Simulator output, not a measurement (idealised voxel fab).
Name of the process module below: voxel transistor to metal
Each square cell in cross-section cut measures 5 nm, and the section as a whole is 175 nm wide.
Square cells in a grid make up a cross-section in this document, and the grid is given as bands, listed from the top down, each one or more rows of cells. Band: top height; bottom height; in nm. Then, left to right: material with width in nm, for each material. "throughout": a single material spanning edge to edge. "air": empty space. A quick word on heights: they are counted from 0, and under that level the wafer as it came to us is one material throughout. The lowest band is different from the rest in having no bottom; it simply continues downward, written as in "z 0 and below". A width given as "30->40" starts at the first number in the band's top row and ends at the second number in its bottom row, shifting by an equal amount at every step from row to row. Key: "everything unchanged" - step with no changed cell in the cross-section. Voids not open to the top, 8 cells minimum: see "Completely sealed voids". Written width x height at distance; distance is from the left edge; nm. Past the settings on a step's line: simulator remark, on that step. "overlay nm", when on a step's line for a step with a mask, measures how far to the right of its planned place the mask lay; a negative measure means to the left.
[These are the steps we planned for the process]
1 RECEIVE, material Si
2 CONFORMAL_DEP, material SiO2, thk nm 5
3 CONFORMAL_DEP, material SiN, thk nm 10
4 DIRECTIONAL_DEP, material aC, thk nm 15
5 PATTERN, tone cover, mask id ACTIVE, material resist, width nm 115, thk nm 35, overlay nm 0
6 DIRECTIONAL_ETCH, etch materials aC, depth nm 15
7 STRIP, etch materials resist
8 DIRECTIONAL_ETCH, etch materials SiN, depth nm 10
9 DIRECTIONAL_ETCH, etch materials SiO2, depth nm 5
10 DIRECTIONAL_ETCH, etch materials Si, depth nm 35
11 STRIP, etch materials aC
12 OXIDIZE, depth nm 5
13 FILL_DEP, material SiO2, thk nm 10
14 CMP, height nm 15
15 SELECTIVE_ETCH, etch materials SiO2, depth nm 5
16 STRIP, etch materials SiN
17 SELECTIVE_ETCH, etch materials SiO2, depth nm 5
18 OXIDIZE, depth nm 5
19 DIRECTIONAL_DEP, material polySi, thk nm 30
20 DIRECTIONAL_DEP, material SiCN, thk nm 10
21 DIRECTIONAL_DEP, material aC, thk nm 15
22 PATTERN, tone cover, mask id GATE, material resist, width nm 25, thk nm 30, overlay nm 0
23 DIRECTIONAL_ETCH, etch materials aC, depth nm 15
24 STRIP, etch materials resist
25 DIRECTIONAL_ETCH, etch materials SiCN, depth nm 20
26 DIRECTIONAL_ETCH, etch materials polySi, depth nm 40
27 STRIP, etch materials aC
28 CONFORMAL_DEP, material SiN, thk nm 10
29 DIRECTIONAL_ETCH, etch materials SiN, depth nm 10
30 DIRECTIONAL_ETCH, etch materials SiO2, depth nm 5
31 DIRECTIONAL_ETCH, etch materials Si, depth nm 5
32 EPI, material pSi, thk nm 5
33 FILL_DEP, material SiO2, thk nm 5
34 CMP, height nm 30
35 STRIP, etch materials polySi
36 SELECTIVE_ETCH, etch materials SiO2, depth nm 5
37 CONFORMAL_DEP, material HfO2, thk nm 5
38 CONFORMAL_DEP, material TiN, thk nm 5
39 FILL_DEP, material W, thk nm 10
40 CMP, height nm 25
41 DIRECTIONAL_DEP, material SiO2, thk nm 15
42 DIRECTIONAL_DEP, material aC, thk nm 15
43 PATTERN, tone open, mask id CONTACT, material resist, width nm 15, pitch nm 80, thk nm 35, overlay nm 0
44 DIRECTIONAL_ETCH, etch materials aC, depth nm 15
45 STRIP, etch materials resist
46 DIRECTIONAL_ETCH, etch materials SiO2, depth nm 45
47 STRIP, etch materials aC
48 CONFORMAL_DEP, material TiN, thk nm 5
49 FILL_DEP, material Ru, thk nm 10
50 CMP, height nm 40
51 DIRECTIONAL_DEP, material TiN, thk nm 5
52 DIRECTIONAL_DEP, material W, thk nm 15
53 MASKED_ETCH, tone cover, mask id METAL_1, width nm 15, pitch nm 80, etch materials W, depth nm 15, overlay nm 0
54 MASKED_ETCH, tone cover, mask id METAL_1, width nm 15, pitch nm 80, etch materials TiN, depth nm 5, overlay nm 0
55 CONFORMAL_DEP, material SiN, thk nm 5
56 FILL_DEP, material SiO2, thk nm 10
57 CMP, height nm 60
58 CONFORMAL_DEP, material SiCN, thk nm 5
[Of two wafers, the first: run according to plan]
[Delivered wafer in cross-section: state after step 1]
z 0 and below  Si throughout
Completely sealed voids: none
[Cross-section: wafer state after step 2]
z 5 to 0  SiO2 throughout
For the remainder of the cross-section, below 0, there is no change.
[Cross-section: wafer state after step 3]
z 15 to 5  SiN throughout
For the remainder of the cross-section, below 5, there is no change.
[Cross-section: wafer state after step 4]
z 30 to 15  aC throughout
For the remainder of the cross-section, below 15, there is no change.
[Cross-section: wafer state after step 5]
z 65 to 30  air 30 nm; resist 115 nm; air 30 nm
For the remainder of the cross-section, below 30, there is no change.
[Cross-section: wafer state after step 6]
z 50 to 30  air 30 nm; resist 115 nm; air 30 nm
z 30 to 15  air 30 nm; aC 115 nm; air 30 nm
For the remainder of the cross-section, below 15, there is no change.
[Cross-section: wafer state after step 7]
z 30 to 15  air 30 nm; aC 115 nm; air 30 nm
For the remainder of the cross-section, below 15, there is no change.
[Cross-section: wafer state after step 8]
z 30 to 15  air 30 nm; aC 115 nm; air 30 nm
z 15 to 5  air 30 nm; SiN 115 nm; air 30 nm
For the remainder of the cross-section, below 5, there is no change.
[Cross-section: wafer state after step 9]
z 30 to 15  air 30 nm; aC 115 nm; air 30 nm
z 15 to 5  air 30 nm; SiN 115 nm; air 30 nm
z 5 to 0  air 30 nm; SiO2 115 nm; air 30 nm
For the remainder of the cross-section, below 0, there is no change.
[Cross-section: wafer state after step 10]
z 30 to 15  air 30 nm; aC 115 nm; air 30 nm
z 15 to 5  air 30 nm; SiN 115 nm; air 30 nm
z 5 to 0  air 30 nm; SiO2 115 nm; air 30 nm
z 0 to -35  air 30 nm; Si 115 nm; air 30 nm
For the remainder of the cross-section, below -35, there is no change.
[Cross-section: wafer state after step 11]
z 15 to 5  air 30 nm; SiN 115 nm; air 30 nm
For the remainder of the cross-section, below 5, there is no change.
[Cross-section: wafer state after step 12]
z 15 to 5  air 30 nm; SiN 115 nm; air 30 nm
z 5 to 0  air 30 nm; SiO2 115 nm; air 30 nm
z 0 to -35  air 30 nm; SiO2 5 nm; Si 105 nm; SiO2 5 nm; air 30 nm
z -35 to -40  SiO2 35 nm; Si 105 nm; SiO2 35 nm
For the remainder of the cross-section, below -40, there is no change.
[Cross-section: wafer state after step 13]
z 25 to 15  SiO2 throughout
z 15 to 5  SiO2 30 nm; SiN 115 nm; SiO2 30 nm
z 5 to 0  SiO2 throughout
z 0 to -40  SiO2 35 nm; Si 105 nm; SiO2 35 nm
For the remainder of the cross-section, below -40, there is no change.
[Cross-section: wafer state after step 14]
z 15 to 5  SiO2 30 nm; SiN 115 nm; SiO2 30 nm
For the remainder of the cross-section, below 5, there is no change.
[Cross-section: wafer state after step 15]
z 15 to 10  air 30 nm; SiN 115 nm; air 30 nm
For the remainder of the cross-section, below 10, there is no change.
[Cross-section: wafer state after step 16]
z 10 to 5  SiO2 30 nm; air 115 nm; SiO2 30 nm
For the remainder of the cross-section, below 5, there is no change.
[Cross-section: wafer state after step 17]
z 5 to 0  SiO2 25 nm; air 125 nm; SiO2 25 nm
For the remainder of the cross-section, below 0, there is no change.
[Cross-section: wafer state after step 18]
z 5 to 0  SiO2 25 nm; air 125 nm; SiO2 25 nm
z 0 to -5  SiO2 throughout
For the remainder of the cross-section, below -5, there is no change.
[Cross-section: wafer state after step 19]
z 35 to 30  polySi 25 nm; air 125 nm; polySi 25 nm
z 30 to 5  polySi throughout
z 5 to 0  SiO2 25 nm; polySi 125 nm; SiO2 25 nm
For the remainder of the cross-section, below 0, there is no change.
[Cross-section: wafer state after step 20]
z 45 to 40  SiCN 25 nm; air 125 nm; SiCN 25 nm
z 40 to 35  SiCN throughout
z 35 to 30  polySi 25 nm; SiCN 125 nm; polySi 25 nm
For the remainder of the cross-section, below 30, there is no change.
[Cross-section: wafer state after step 21]
z 60 to 55  aC 25 nm; air 125 nm; aC 25 nm
z 55 to 45  aC throughout
z 45 to 40  SiCN 25 nm; aC 125 nm; SiCN 25 nm
For the remainder of the cross-section, below 40, there is no change.
[Cross-section: wafer state after step 22]
z 90 to 60  air 75 nm; resist 25 nm; air 75 nm
z 60 to 55  aC 25 nm; air 50 nm; resist 25 nm; air 50 nm; aC 25 nm
For the remainder of the cross-section, below 55, there is no change.
[Cross-section: wafer state after step 23]
z 75 to 55  air 75 nm; resist 25 nm; air 75 nm
z 55 to 45  air 75 nm; aC 25 nm; air 75 nm
z 45 to 40  SiCN 25 nm; air 50 nm; aC 25 nm; air 50 nm; SiCN 25 nm
For the remainder of the cross-section, below 40, there is no change.
[Cross-section: wafer state after step 24]
z 55 to 45  air 75 nm; aC 25 nm; air 75 nm
For the remainder of the cross-section, below 45, there is no change.
[Cross-section: wafer state after step 25]
z 55 to 40  air 75 nm; aC 25 nm; air 75 nm
z 40 to 35  air 75 nm; SiCN 25 nm; air 75 nm
z 35 to 30  polySi 25 nm; air 50 nm; SiCN 25 nm; air 50 nm; polySi 25 nm
For the remainder of the cross-section, below 30, there is no change.
[Cross-section: wafer state after step 26]
z 55 to 40  air 75 nm; aC 25 nm; air 75 nm
z 40 to 30  air 75 nm; SiCN 25 nm; air 75 nm
z 30 to 5  air 75 nm; polySi 25 nm; air 75 nm
z 5 to 0  SiO2 25 nm; air 50 nm; polySi 25 nm; air 50 nm; SiO2 25 nm
For the remainder of the cross-section, below 0, there is no change.
[Cross-section: wafer state after step 27]
z 40 to 30  air 75 nm; SiCN 25 nm; air 75 nm
For the remainder of the cross-section, below 30, there is no change.
[Cross-section: wafer state after step 28]
z 50 to 40  air 65 nm; SiN 45 nm; air 65 nm
z 40 to 30  air 65 nm; SiN 10 nm; SiCN 25 nm; SiN 10 nm; air 65 nm
z 30 to 15  air 65 nm; SiN 10 nm; polySi 25 nm; SiN 10 nm; air 65 nm
z 15 to 10  SiN 35 nm; air 30 nm; SiN 10 nm; polySi 25 nm; SiN 10 nm; air 30 nm; SiN 35 nm
z 10 to 5  SiN 75 nm; polySi 25 nm; SiN 75 nm
z 5 to 0  SiO2 25 nm; SiN 50 nm; polySi 25 nm; SiN 50 nm; SiO2 25 nm
For the remainder of the cross-section, below 0, there is no change.
[Cross-section: wafer state after step 29]
z 40 to 30  air 65 nm; SiN 10 nm; SiCN 25 nm; SiN 10 nm; air 65 nm
z 30 to 5  air 65 nm; SiN 10 nm; polySi 25 nm; SiN 10 nm; air 65 nm
z 5 to 0  SiO2 25 nm; SiN 10 nm; air 30 nm; SiN 10 nm; polySi 25 nm; SiN 10 nm; air 30 nm; SiN 10 nm; SiO2 25 nm
For the remainder of the cross-section, below 0, there is no change.
[Cross-section: wafer state after step 30]
z 40 to 30  air 65 nm; SiN 10 nm; SiCN 25 nm; SiN 10 nm; air 65 nm
z 30 to 5  air 65 nm; SiN 10 nm; polySi 25 nm; SiN 10 nm; air 65 nm
z 5 to 0  air 25 nm; SiN 10 nm; air 30 nm; SiN 10 nm; polySi 25 nm; SiN 10 nm; air 30 nm; SiN 10 nm; air 25 nm
z 0 to -5  SiO2 35 nm; air 30 nm; SiO2 45 nm; air 30 nm; SiO2 35 nm
For the remainder of the cross-section, below -5, there is no change.
[Cross-section: wafer state after step 31]
z 40 to 30  air 65 nm; SiN 10 nm; SiCN 25 nm; SiN 10 nm; air 65 nm
z 30 to 5  air 65 nm; SiN 10 nm; polySi 25 nm; SiN 10 nm; air 65 nm
z 5 to 0  air 25 nm; SiN 10 nm; air 30 nm; SiN 10 nm; polySi 25 nm; SiN 10 nm; air 30 nm; SiN 10 nm; air 25 nm
z 0 to -5  SiO2 35 nm; air 30 nm; SiO2 45 nm; air 30 nm; SiO2 35 nm
z -5 to -10  SiO2 35 nm; air 30 nm; Si 45 nm; air 30 nm; SiO2 35 nm
For the remainder of the cross-section, below -10, there is no change.
[Cross-section: wafer state after step 32]
z 40 to 30  air 65 nm; SiN 10 nm; SiCN 25 nm; SiN 10 nm; air 65 nm
z 30 to 5  air 65 nm; SiN 10 nm; polySi 25 nm; SiN 10 nm; air 65 nm
z 5 to 0  air 25 nm; SiN 10 nm; air 30 nm; SiN 10 nm; polySi 25 nm; SiN 10 nm; air 30 nm; SiN 10 nm; air 25 nm
z 0 to -5  SiO2 35 nm; air 25 nm; pSi 5 nm; SiO2 45 nm; pSi 5 nm; air 25 nm; SiO2 35 nm
z -5 to -10  SiO2 35 nm; pSi 30 nm; Si 45 nm; pSi 30 nm; SiO2 35 nm
For the remainder of the cross-section, below -10, there is no change.
[Cross-section: wafer state after step 33]
z 45 to 40  SiO2 throughout
z 40 to 30  SiO2 65 nm; SiN 10 nm; SiCN 25 nm; SiN 10 nm; SiO2 65 nm
z 30 to 5  SiO2 65 nm; SiN 10 nm; polySi 25 nm; SiN 10 nm; SiO2 65 nm
z 5 to 0  SiO2 25 nm; SiN 10 nm; SiO2 30 nm; SiN 10 nm; polySi 25 nm; SiN 10 nm; SiO2 30 nm; SiN 10 nm; SiO2 25 nm
z 0 to -5  SiO2 60 nm; pSi 5 nm; SiO2 45 nm; pSi 5 nm; SiO2 60 nm
For the remainder of the cross-section, below -5, there is no change.
[Cross-section: wafer state after step 34]
z 30 to 5  SiO2 65 nm; SiN 10 nm; polySi 25 nm; SiN 10 nm; SiO2 65 nm
For the remainder of the cross-section, below 5, there is no change.
[Cross-section: wafer state after step 35]
z 30 to 5  SiO2 65 nm; SiN 10 nm; air 25 nm; SiN 10 nm; SiO2 65 nm
z 5 to 0  SiO2 25 nm; SiN 10 nm; SiO2 30 nm; SiN 10 nm; air 25 nm; SiN 10 nm; SiO2 30 nm; SiN 10 nm; SiO2 25 nm
For the remainder of the cross-section, below 0, there is no change.
[Cross-section: wafer state after step 36]
z 30 to 25  air 65 nm; SiN 10 nm; air 25 nm; SiN 10 nm; air 65 nm
z 25 to 5  SiO2 65 nm; SiN 10 nm; air 25 nm; SiN 10 nm; SiO2 65 nm
z 5 to 0  SiO2 25 nm; SiN 10 nm; SiO2 30 nm; SiN 10 nm; air 25 nm; SiN 10 nm; SiO2 30 nm; SiN 10 nm; SiO2 25 nm
z 0 to -5  SiO2 60 nm; pSi 5 nm; SiO2 5 nm; air 35 nm; SiO2 5 nm; pSi 5 nm; SiO2 60 nm
For the remainder of the cross-section, below -5, there is no change.
[Cross-section: wafer state after step 37]
z 35 to 30  air 60 nm; HfO2 20 nm; air 15 nm; HfO2 20 nm; air 60 nm
z 30 to 25  HfO2 65 nm; SiN 10 nm; HfO2 5 nm; air 15 nm; HfO2 5 nm; SiN 10 nm; HfO2 65 nm
z 25 to 5  SiO2 65 nm; SiN 10 nm; HfO2 5 nm; air 15 nm; HfO2 5 nm; SiN 10 nm; SiO2 65 nm
z 5 to 0  SiO2 25 nm; SiN 10 nm; SiO2 30 nm; SiN 10 nm; HfO2 5 nm; air 15 nm; HfO2 5 nm; SiN 10 nm; SiO2 30 nm; SiN 10 nm; SiO2 25 nm
z 0 to -5  SiO2 60 nm; pSi 5 nm; SiO2 5 nm; HfO2 35 nm; SiO2 5 nm; pSi 5 nm; SiO2 60 nm
For the remainder of the cross-section, below -5, there is no change.
[Cross-section: wafer state after step 38]
z 40 to 35  air 55 nm; TiN 30 nm; air 5 nm; TiN 30 nm; air 55 nm
z 35 to 30  TiN 60 nm; HfO2 20 nm; TiN 5 nm; air 5 nm; TiN 5 nm; HfO2 20 nm; TiN 60 nm
z 30 to 25  HfO2 65 nm; SiN 10 nm; HfO2 5 nm; TiN 5 nm; air 5 nm; TiN 5 nm; HfO2 5 nm; SiN 10 nm; HfO2 65 nm
z 25 to 5  SiO2 65 nm; SiN 10 nm; HfO2 5 nm; TiN 5 nm; air 5 nm; TiN 5 nm; HfO2 5 nm; SiN 10 nm; SiO2 65 nm
z 5 to 0  SiO2 25 nm; SiN 10 nm; SiO2 30 nm; SiN 10 nm; HfO2 5 nm; TiN 15 nm; HfO2 5 nm; SiN 10 nm; SiO2 30 nm; SiN 10 nm; SiO2 25 nm
For the remainder of the cross-section, below 0, there is no change.
[Cross-section: wafer state after step 39]
z 50 to 40  W throughout
z 40 to 35  W 55 nm; TiN 30 nm; W 5 nm; TiN 30 nm; W 55 nm
z 35 to 30  TiN 60 nm; HfO2 20 nm; TiN 5 nm; W 5 nm; TiN 5 nm; HfO2 20 nm; TiN 60 nm
z 30 to 25  HfO2 65 nm; SiN 10 nm; HfO2 5 nm; TiN 5 nm; W 5 nm; TiN 5 nm; HfO2 5 nm; SiN 10 nm; HfO2 65 nm
z 25 to 5  SiO2 65 nm; SiN 10 nm; HfO2 5 nm; TiN 5 nm; W 5 nm; TiN 5 nm; HfO2 5 nm; SiN 10 nm; SiO2 65 nm
For the remainder of the cross-section, below 5, there is no change.
[Cross-section: wafer state after step 40]
z 25 to 5  SiO2 65 nm; SiN 10 nm; HfO2 5 nm; TiN 5 nm; W 5 nm; TiN 5 nm; HfO2 5 nm; SiN 10 nm; SiO2 65 nm
For the remainder of the cross-section, below 5, there is no change.
[Cross-section: wafer state after step 41]
z 40 to 25  SiO2 throughout
For the remainder of the cross-section, below 25, there is no change.
[Cross-section: wafer state after step 42]
z 55 to 40  aC throughout
For the remainder of the cross-section, below 40, there is no change.
[Cross-section: wafer state after step 43]
z 90 to 55  resist 40 nm; air 15 nm; resist 65 nm; air 15 nm; resist 40 nm
For the remainder of the cross-section, below 55, there is no change.
[Cross-section: wafer state after step 44]
z 75 to 55  resist 40 nm; air 15 nm; resist 65 nm; air 15 nm; resist 40 nm
z 55 to 40  aC 40 nm; air 15 nm; aC 65 nm; air 15 nm; aC 40 nm
For the remainder of the cross-section, below 40, there is no change.
[Cross-section: wafer state after step 45]
z 55 to 40  aC 40 nm; air 15 nm; aC 65 nm; air 15 nm; aC 40 nm
For the remainder of the cross-section, below 40, there is no change.
[Cross-section: wafer state after step 46]
z 55 to 40  aC 40 nm; air 15 nm; aC 65 nm; air 15 nm; aC 40 nm
z 40 to 25  SiO2 40 nm; air 15 nm; SiO2 65 nm; air 15 nm; SiO2 40 nm
z 25 to 5  SiO2 40 nm; air 15 nm; SiO2 10 nm; SiN 10 nm; HfO2 5 nm; TiN 5 nm; W 5 nm; TiN 5 nm; HfO2 5 nm; SiN 10 nm; SiO2 10 nm; air 15 nm; SiO2 40 nm
z 5 to 0  SiO2 25 nm; SiN 10 nm; SiO2 5 nm; air 15 nm; SiO2 10 nm; SiN 10 nm; HfO2 5 nm; TiN 15 nm; HfO2 5 nm; SiN 10 nm; SiO2 10 nm; air 15 nm; SiO2 5 nm; SiN 10 nm; SiO2 25 nm
z 0 to -5  SiO2 40 nm; air 15 nm; SiO2 5 nm; pSi 5 nm; SiO2 5 nm; HfO2 35 nm; SiO2 5 nm; pSi 5 nm; SiO2 5 nm; air 15 nm; SiO2 40 nm
For the remainder of the cross-section, below -5, there is no change.
[Cross-section: wafer state after step 47]
z 40 to 25  SiO2 40 nm; air 15 nm; SiO2 65 nm; air 15 nm; SiO2 40 nm
For the remainder of the cross-section, below 25, there is no change.
[Cross-section: wafer state after step 48]
z 45 to 40  TiN 45 nm; air 5 nm; TiN 75 nm; air 5 nm; TiN 45 nm
z 40 to 25  SiO2 40 nm; TiN 5 nm; air 5 nm; TiN 5 nm; SiO2 65 nm; TiN 5 nm; air 5 nm; TiN 5 nm; SiO2 40 nm
z 25 to 5  SiO2 40 nm; TiN 5 nm; air 5 nm; TiN 5 nm; SiO2 10 nm; SiN 10 nm; HfO2 5 nm; TiN 5 nm; W 5 nm; TiN 5 nm; HfO2 5 nm; SiN 10 nm; SiO2 10 nm; TiN 5 nm; air 5 nm; TiN 5 nm; SiO2 40 nm
z 5 to 0  SiO2 25 nm; SiN 10 nm; SiO2 5 nm; TiN 5 nm; air 5 nm; TiN 5 nm; SiO2 10 nm; SiN 10 nm; HfO2 5 nm; TiN 15 nm; HfO2 5 nm; SiN 10 nm; SiO2 10 nm; TiN 5 nm; air 5 nm; TiN 5 nm; SiO2 5 nm; SiN 10 nm; SiO2 25 nm
z 0 to -5  SiO2 40 nm; TiN 15 nm; SiO2 5 nm; pSi 5 nm; SiO2 5 nm; HfO2 35 nm; SiO2 5 nm; pSi 5 nm; SiO2 5 nm; TiN 15 nm; SiO2 40 nm
For the remainder of the cross-section, below -5, there is no change.
[Cross-section: wafer state after step 49]
z 55 to 45  Ru throughout
z 45 to 40  TiN 45 nm; Ru 5 nm; TiN 75 nm; Ru 5 nm; TiN 45 nm
z 40 to 25  SiO2 40 nm; TiN 5 nm; Ru 5 nm; TiN 5 nm; SiO2 65 nm; TiN 5 nm; Ru 5 nm; TiN 5 nm; SiO2 40 nm
z 25 to 5  SiO2 40 nm; TiN 5 nm; Ru 5 nm; TiN 5 nm; SiO2 10 nm; SiN 10 nm; HfO2 5 nm; TiN 5 nm; W 5 nm; TiN 5 nm; HfO2 5 nm; SiN 10 nm; SiO2 10 nm; TiN 5 nm; Ru 5 nm; TiN 5 nm; SiO2 40 nm
z 5 to 0  SiO2 25 nm; SiN 10 nm; SiO2 5 nm; TiN 5 nm; Ru 5 nm; TiN 5 nm; SiO2 10 nm; SiN 10 nm; HfO2 5 nm; TiN 15 nm; HfO2 5 nm; SiN 10 nm; SiO2 10 nm; TiN 5 nm; Ru 5 nm; TiN 5 nm; SiO2 5 nm; SiN 10 nm; SiO2 25 nm
For the remainder of the cross-section, below 0, there is no change.
[Cross-section: wafer state after step 50]
z 40 to 25  SiO2 40 nm; TiN 5 nm; Ru 5 nm; TiN 5 nm; SiO2 65 nm; TiN 5 nm; Ru 5 nm; TiN 5 nm; SiO2 40 nm
For the remainder of the cross-section, below 25, there is no change.
[Cross-section: wafer state after step 51]
z 45 to 40  TiN throughout
For the remainder of the cross-section, below 40, there is no change.
[Cross-section: wafer state after step 52]
z 60 to 45  W throughout
For the remainder of the cross-section, below 45, there is no change.
[Cross-section: wafer state after step 53]
z 60 to 45  air 40 nm; W 15 nm; air 65 nm; W 15 nm; air 40 nm
For the remainder of the cross-section, below 45, there is no change.
[Cross-section: wafer state after step 54]
z 60 to 45  air 40 nm; W 15 nm; air 65 nm; W 15 nm; air 40 nm
z 45 to 40  air 40 nm; TiN 15 nm; air 65 nm; TiN 15 nm; air 40 nm
For the remainder of the cross-section, below 40, there is no change.
[Cross-section: wafer state after step 55]
z 65 to 60  air 35 nm; SiN 25 nm; air 55 nm; SiN 25 nm; air 35 nm
z 60 to 45  air 35 nm; SiN 5 nm; W 15 nm; SiN 5 nm; air 55 nm; SiN 5 nm; W 15 nm; SiN 5 nm; air 35 nm
z 45 to 40  SiN 40 nm; TiN 15 nm; SiN 65 nm; TiN 15 nm; SiN 40 nm
For the remainder of the cross-section, below 40, there is no change.
[Cross-section: wafer state after step 56]
z 75 to 65  SiO2 throughout
z 65 to 60  SiO2 35 nm; SiN 25 nm; SiO2 55 nm; SiN 25 nm; SiO2 35 nm
z 60 to 45  SiO2 35 nm; SiN 5 nm; W 15 nm; SiN 5 nm; SiO2 55 nm; SiN 5 nm; W 15 nm; SiN 5 nm; SiO2 35 nm
For the remainder of the cross-section, below 45, there is no change.
[Cross-section: wafer state after step 57]
z 60 to 45  SiO2 35 nm; SiN 5 nm; W 15 nm; SiN 5 nm; SiO2 55 nm; SiN 5 nm; W 15 nm; SiN 5 nm; SiO2 35 nm
For the remainder of the cross-section, below 45, there is no change.
[Cross-section: wafer state after step 58]
z 65 to 60  SiCN throughout
For the remainder of the cross-section, below 60, there is no change.
[Second of two: same start, same plan, one run error; steps up to and including 40 match the first]
[Cross-sectional representation of the second wafer at the time designated in the plan for the completion of step 41]
z 55 to 25  SiO2 throughout
For the remainder of the cross-section, below 25, there is no change.
[Cross-sectional representation of the second wafer at the time designated in the plan for the completion of step 42]
z 70 to 55  aC throughout
For the remainder of the cross-section, below 55, there is no change.
[Cross-sectional representation of the second wafer at the time designated in the plan for the completion of step 43]
z 105 to 70  resist 40 nm; air 15 nm; resist 65 nm; air 15 nm; resist 40 nm
For the remainder of the cross-section, below 70, there is no change.
[Cross-sectional representation of the second wafer at the time designated in the plan for the completion of step 44]
z 90 to 70  resist 40 nm; air 15 nm; resist 65 nm; air 15 nm; resist 40 nm
z 70 to 55  aC 40 nm; air 15 nm; aC 65 nm; air 15 nm; aC 40 nm
For the remainder of the cross-section, below 55, there is no change.
[Cross-sectional representation of the second wafer at the time designated in the plan for the completion of step 45]
z 70 to 55  aC 40 nm; air 15 nm; aC 65 nm; air 15 nm; aC 40 nm
For the remainder of the cross-section, below 55, there is no change.
[Cross-sectional representation of the second wafer at the time designated in the plan for the completion of step 46]
z 70 to 55  aC 40 nm; air 15 nm; aC 65 nm; air 15 nm; aC 40 nm
z 55 to 25  SiO2 40 nm; air 15 nm; SiO2 65 nm; air 15 nm; SiO2 40 nm
z 25 to 10  SiO2 40 nm; air 15 nm; SiO2 10 nm; SiN 10 nm; HfO2 5 nm; TiN 5 nm; W 5 nm; TiN 5 nm; HfO2 5 nm; SiN 10 nm; SiO2 10 nm; air 15 nm; SiO2 40 nm
For the remainder of the cross-section, below 10, there is no change.
[Cross-sectional representation of the second wafer at the time designated in the plan for the completion of step 47]
z 55 to 25  SiO2 40 nm; air 15 nm; SiO2 65 nm; air 15 nm; SiO2 40 nm
For the remainder of the cross-section, below 25, there is no change.
[Cross-sectional representation of the second wafer at the time designated in the plan for the completion of step 48]
z 60 to 55  TiN 45 nm; air 5 nm; TiN 75 nm; air 5 nm; TiN 45 nm
z 55 to 25  SiO2 40 nm; TiN 5 nm; air 5 nm; TiN 5 nm; SiO2 65 nm; TiN 5 nm; air 5 nm; TiN 5 nm; SiO2 40 nm
z 25 to 15  SiO2 40 nm; TiN 5 nm; air 5 nm; TiN 5 nm; SiO2 10 nm; SiN 10 nm; HfO2 5 nm; TiN 5 nm; W 5 nm; TiN 5 nm; HfO2 5 nm; SiN 10 nm; SiO2 10 nm; TiN 5 nm; air 5 nm; TiN 5 nm; SiO2 40 nm
z 15 to 10  SiO2 40 nm; TiN 15 nm; SiO2 10 nm; SiN 10 nm; HfO2 5 nm; TiN 5 nm; W 5 nm; TiN 5 nm; HfO2 5 nm; SiN 10 nm; SiO2 10 nm; TiN 15 nm; SiO2 40 nm
For the remainder of the cross-section, below 10, there is no change.
[Cross-sectional representation of the second wafer at the time designated in the plan for the completion of step 49]
z 70 to 60  Ru throughout
z 60 to 55  TiN 45 nm; Ru 5 nm; TiN 75 nm; Ru 5 nm; TiN 45 nm
z 55 to 25  SiO2 40 nm; TiN 5 nm; Ru 5 nm; TiN 5 nm; SiO2 65 nm; TiN 5 nm; Ru 5 nm; TiN 5 nm; SiO2 40 nm
z 25 to 15  SiO2 40 nm; TiN 5 nm; Ru 5 nm; TiN 5 nm; SiO2 10 nm; SiN 10 nm; HfO2 5 nm; TiN 5 nm; W 5 nm; TiN 5 nm; HfO2 5 nm; SiN 10 nm; SiO2 10 nm; TiN 5 nm; Ru 5 nm; TiN 5 nm; SiO2 40 nm
For the remainder of the cross-section, below 15, there is no change.
[Cross-sectional representation of the second wafer at the time designated in the plan for the completion of step 50]
z 40 to 25  SiO2 40 nm; TiN 5 nm; Ru 5 nm; TiN 5 nm; SiO2 65 nm; TiN 5 nm; Ru 5 nm; TiN 5 nm; SiO2 40 nm
For the remainder of the cross-section, below 25, there is no change.
[Cross-sectional representation of the second wafer at the time designated in the plan for the completion of step 51]
z 45 to 40  TiN throughout
For the remainder of the cross-section, below 40, there is no change.
[Cross-sectional representation of the second wafer at the time designated in the plan for the completion of step 52]
z 60 to 45  W throughout
For the remainder of the cross-section, below 45, there is no change.
[Cross-sectional representation of the second wafer at the time designated in the plan for the completion of step 53]
z 60 to 45  air 40 nm; W 15 nm; air 65 nm; W 15 nm; air 40 nm
For the remainder of the cross-section, below 45, there is no change.
[Cross-sectional representation of the second wafer at the time designated in the plan for the completion of step 54]
z 60 to 45  air 40 nm; W 15 nm; air 65 nm; W 15 nm; air 40 nm
z 45 to 40  air 40 nm; TiN 15 nm; air 65 nm; TiN 15 nm; air 40 nm
For the remainder of the cross-section, below 40, there is no change.
[Cross-sectional representation of the second wafer at the time designated in the plan for the completion of step 55]
z 65 to 60  air 35 nm; SiN 25 nm; air 55 nm; SiN 25 nm; air 35 nm
z 60 to 45  air 35 nm; SiN 5 nm; W 15 nm; SiN 5 nm; air 55 nm; SiN 5 nm; W 15 nm; SiN 5 nm; air 35 nm
z 45 to 40  SiN 40 nm; TiN 15 nm; SiN 65 nm; TiN 15 nm; SiN 40 nm
For the remainder of the cross-section, below 40, there is no change.
[Cross-sectional representation of the second wafer at the time designated in the plan for the completion of step 56]
z 75 to 65  SiO2 throughout
z 65 to 60  SiO2 35 nm; SiN 25 nm; SiO2 55 nm; SiN 25 nm; SiO2 35 nm
z 60 to 45  SiO2 35 nm; SiN 5 nm; W 15 nm; SiN 5 nm; SiO2 55 nm; SiN 5 nm; W 15 nm; SiN 5 nm; SiO2 35 nm
For the remainder of the cross-section, below 45, there is no change.
[Cross-sectional representation of the second wafer at the time designated in the plan for the completion of step 57]
z 60 to 45  SiO2 35 nm; SiN 5 nm; W 15 nm; SiN 5 nm; SiO2 55 nm; SiN 5 nm; W 15 nm; SiN 5 nm; SiO2 35 nm
For the remainder of the cross-section, below 45, there is no change.
[Cross-sectional representation of the second wafer at the time designated in the plan for the completion of step 58]
z 65 to 60  SiCN throughout
For the remainder of the cross-section, below 60, there is no change.
What went wrong in running the wafer? twice, step 41 of the plan was run
At the finish, the second wafer shows more or fewer cells for some materials than the first does: -6 Ru | +18 SiO2 | -12 TiN
